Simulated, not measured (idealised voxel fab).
Proc. module: voxel ribs on slabs
Cross-section cut spans 265 nm and uses square cells 5 nm in size.
A cross-section is written here as square cells arranged in a grid, and it is given in bands from the top down, each band taking up one or more rows of cells. Within each band entry, the heights of the top and of the bottom of the band appear first, in that order and in nm; the materials of the band then follow from left to right, each with its corresponding width in nm. The designation "edge to edge" on a single material indicates that it fills the band from edge to edge; the designation "blank" indicates empty space. Ref level 0: as-received wafer is one material below here. Bottom band extends down with no lower bound ("z 0 and below"). The notation "30->40" denotes a width that varies across the rows of cells in the band, beginning at the first number in the top row, finishing at the second number in the bottom row, and changing by an identical amount from each row to the next. Reading "no alteration" for a step: not a cell of the cross-section changed in it. Under "Fully sealed cavities" you'll find the enclosed gaps, the ones with no way out to the top, that are 8 cells or bigger; each reads width x height at distance, with distance counted from the left edge, everything in nm. If you see something after the settings on a step's line, that's the simulator's own remark about that step. The "overlay nm" setting may appear on a step's line; for a step that uses a mask, it gives how far to the right of its planned position the mask lay, and a negative value indicates the left.
# Process steps - plan
1 op RECEIVE | material Si
2 op DIRECTIONAL_DEP | material SiO2 | thk nm 20
3 op DIRECTIONAL_DEP | material polySi | thk nm 20
4 op DIRECTIONAL_DEP | material aC | thk nm 15
5 op PATTERN | tone cover | mask id RIB | material resist | width nm 20 | thk nm 30 | overlay nm 0
6 op DIRECTIONAL_ETCH | etch materials aC | depth nm 15
7 op STRIP | etch materials resist
8 op DIRECTIONAL_ETCH | etch materials polySi | depth nm 10
9 op STRIP | etch materials aC
10 op MASKED_ETCH | tone cover | mask id SLAB | width nm 50 | etch materials polySi | depth nm 10 | overlay nm 0
11 op FILL_DEP | material SiO2 | thk nm 15
12 op CMP | height nm 50
13 op DIRECTIONAL_DEP | material W | thk nm 10
14 op MASKED_ETCH | tone cover | mask id HEATER | width nm 30 | etch materials W | depth nm 10 | overlay nm 0
15 op CONFORMAL_DEP | material SiN | thk nm 5
# Run as planned: first of two wafers
# Cross-section: wafer on arrival = after step 1
* z 0 and below  Si edge to edge
* Fully sealed cavities: none
# Cross-section: wafer state after step 2
* z 20 to 0  SiO2 edge to edge
* Under the height 0 nothing was changed.
# Cross-section: wafer state after step 3
* z 40 to 20  polySi edge to edge
* Under the height 20 nothing was changed.
# Cross-section: wafer state after step 4
* z 55 to 40  aC edge to edge
* Under the height 40 nothing was changed.
# Cross-section: wafer state after step 5
* z 85 to 55  120 of blank, 20 of resist, 125 of blank
* Under the height 55 nothing was changed.
# Cross-section: wafer state after step 6
* z 70 to 55  120 of blank, 20 of resist, 125 of blank
* z 55 to 40  120 of blank, 20 of aC, 125 of blank
* Under the height 40 nothing was changed.
# Cross-section: wafer state after step 7
* z 55 to 40  120 of blank, 20 of aC, 125 of blank
* Under the height 40 nothing was changed.
# Cross-section: wafer state after step 8
* z 55 to 40  120 of blank, 20 of aC, 125 of blank
* z 40 to 30  120 of blank, 20 of polySi, 125 of blank
* Under the height 30 nothing was changed.
# Cross-section: wafer state after step 9
* z 40 to 30  120 of blank, 20 of polySi, 125 of blank
* Under the height 30 nothing was changed.
# Cross-section: wafer state after step 10
* z 40 to 30  120 of blank, 20 of polySi, 125 of blank
* z 30 to 20  105 of blank, 50 of polySi, 110 of blank
* Under the height 20 nothing was changed.
# Cross-section: wafer state after step 11
* z 55 to 40  SiO2 edge to edge
* z 40 to 30  120 of SiO2, 20 of polySi, 125 of SiO2
* z 30 to 20  105 of SiO2, 50 of polySi, 110 of SiO2
* Under the height 20 nothing was changed.
# Cross-section: wafer state after step 12
* z 50 to 40  SiO2 edge to edge
* Under the height 40 nothing was changed.
# Cross-section: wafer state after step 13
* z 60 to 50  W edge to edge
* Under the height 50 nothing was changed.
# Cross-section: wafer state after step 14
* z 60 to 50  115 of blank, 30 of W, 120 of blank
* Under the height 50 nothing was changed.
# Cross-section: wafer state after step 15
* z 65 to 60  110 of blank, 40 of SiN, 115 of blank
* z 60 to 55  110 of blank, 5 of SiN, 30 of W, 5 of SiN, 115 of blank
* z 55 to 50  115 of SiN, 30 of W, 120 of SiN
* Under the height 50 nothing was changed.
# The second wafer was prepared from the same starting point and under the same plan as the first; its processing contained one mistake, and it remains indistinguishable from the first wafer up to and including step 13
# Second wafer profile in section, at the moment step 14 of the plan was meant to be complete
* z 60 to 50  120 of blank, 25 of W, 120 of blank
* Under the height 50 nothing was changed.
# Second wafer profile in section, at the moment step 15 of the plan was meant to be complete
* z 65 to 60  115 of blank, 35 of SiN, 115 of blank
* z 60 to 55  115 of blank, 5 of SiN, 25 of W, 5 of SiN, 115 of blank
* z 55 to 50  120 of SiN, 25 of W, 120 of SiN
* Under the height 50 nothing was changed.
Against the plan, the run slipped here: step 14 changed vs plan, executed as op MASKED_ETCH | tone cover | mask id HEATER | width nm 25 | etch materials W | depth nm 10 | overlay nm 0
Cell-count delta at end, second wafer over first, by material: -2 W
